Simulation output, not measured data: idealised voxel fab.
This is a process module. Its name is voxel gate over fins.
The cross-section on display is named cut; it measures 235 nm wide, and its cells are 5 nm squares.
In what follows, cross-sections appear as grids of square cells, described through bands that run from the top down, where every band is one or more rows of cells.
A band entry consists of two parts. The first gives the height of the band's top and the height of its bottom, in nm. The rest lists the band's materials from left to right, each with its width in nm. A single material labelled with the word "throughout" fills the band from edge to edge, and the word "blank" marks empty space.
Height reference: 0 = level under which incoming wafer is all one material. Lowest band: no bottom, runs on downward, e.g. "0 and below".
The width entry "30..40" should be interpreted row by row: the top row of cells in the band takes the first number, the bottom row takes the second number, and the change between adjacent rows is uniform throughout.
Key: "nothing different" - step with no changed cell in the cross-section.
"Tabulated closed voids": sealed empty spaces, 8 cells or more, no open way to top, listed width x height at distance, with distance from the left edge and width, height and distance in nm.
Text after the settings on a step's line: the simulator's own remark on that step.
overlay nm: how far to the right of its planned place the mask lay on this masked step (negative: to the left).

BELOW IS THE LIST OF PLANNED PROCESS STEPS
- 1: RECEIVE: material Si
- 2: CONFORMAL_DEP: material SiN, thk nm 5
- 3: DIRECTIONAL_DEP: material aC, thk nm 15
- 4: PATTERN: tone cover, mask id FINS, material resist, width nm 15, pitch nm 50, thk nm 30, overlay nm 0
- 5: DIRECTIONAL_ETCH: etch materials aC, depth nm 15
- 6: STRIP: etch materials resist
- 7: DIRECTIONAL_ETCH: etch materials SiN, depth nm 10
- 8: DIRECTIONAL_ETCH: etch materials Si, depth nm 30
- 9: STRIP: etch materials aC
- 10: FILL_DEP: material SiO2, thk nm 5
- 11: CMP: height nm 10
- 12: DIRECTIONAL_DEP: material aC, thk nm 15
- 13: PATTERN: tone open, mask id RAIL, material resist, width nm 15, thk nm 30, overlay nm 0
- 14: DIRECTIONAL_ETCH: etch materials aC, depth nm 15
- 15: STRIP: etch materials resist
- 16: DIRECTIONAL_ETCH: etch materials SiO2, depth nm 35
- 17: STRIP: etch materials aC
- 18: CONFORMAL_DEP: material TiN, thk nm 5
- 19: FILL_DEP: material W, thk nm 10
- 20: CMP: height nm 10
- 21: SELECTIVE_ETCH: etch materials W Ru TiN, depth nm 25
- 22: FILL_DEP: material SiO2, thk nm 5
- 23: CMP: height nm 10
- 24: SELECTIVE_ETCH: etch materials SiO2, depth nm 20
- 25: STRIP: etch materials SiN
- 26: CONFORMAL_DEP: material HfO2, thk nm 5
- 27: CONFORMAL_DEP: material TiN, thk nm 5
- 28: FILL_DEP: material W, thk nm 10
- 29: CMP: height nm 15
- 30: CONFORMAL_DEP: material SiCN, thk nm 10
varied across the wafers: thk nm of step 2. The plan shows the first wafer's value. All wafers start alike

RECEIVED CONDITION OF THE FIRST OF SEVERAL WAFERS, SECTIONED: POST-STEP 1
* 0 and below  Si throughout
* Tabulated closed voids: none

ROWS = WAFERS. AT MODULE END, EACH ROW LISTS PER MATERIAL THE CELLS GAINED (+) OR LOST (-) SINCE THE WAFER WAS RECEIVED, THEN THE CLOSED VOIDS
thk nm 5 | +59 HfO2 | -228 Si | +94 SiCN | +146 SiO2 | +64 TiN | +100 W | Tabulated closed voids: none
thk nm 10 | +59 HfO2 | -228 Si | +94 SiCN | +146 SiO2 | +64 TiN | +100 W | Tabulated closed voids: none
thk nm 15 | +47 HfO2 | +94 SiCN | +47 TiN | +47 W | Tabulated closed voids: none
thk nm 20 | +47 HfO2 | +94 SiCN | +47 TiN | +47 W | Tabulated closed voids: none
thk nm 25 | +47 HfO2 | +94 SiCN | +47 TiN | +47 W | Tabulated closed voids: none
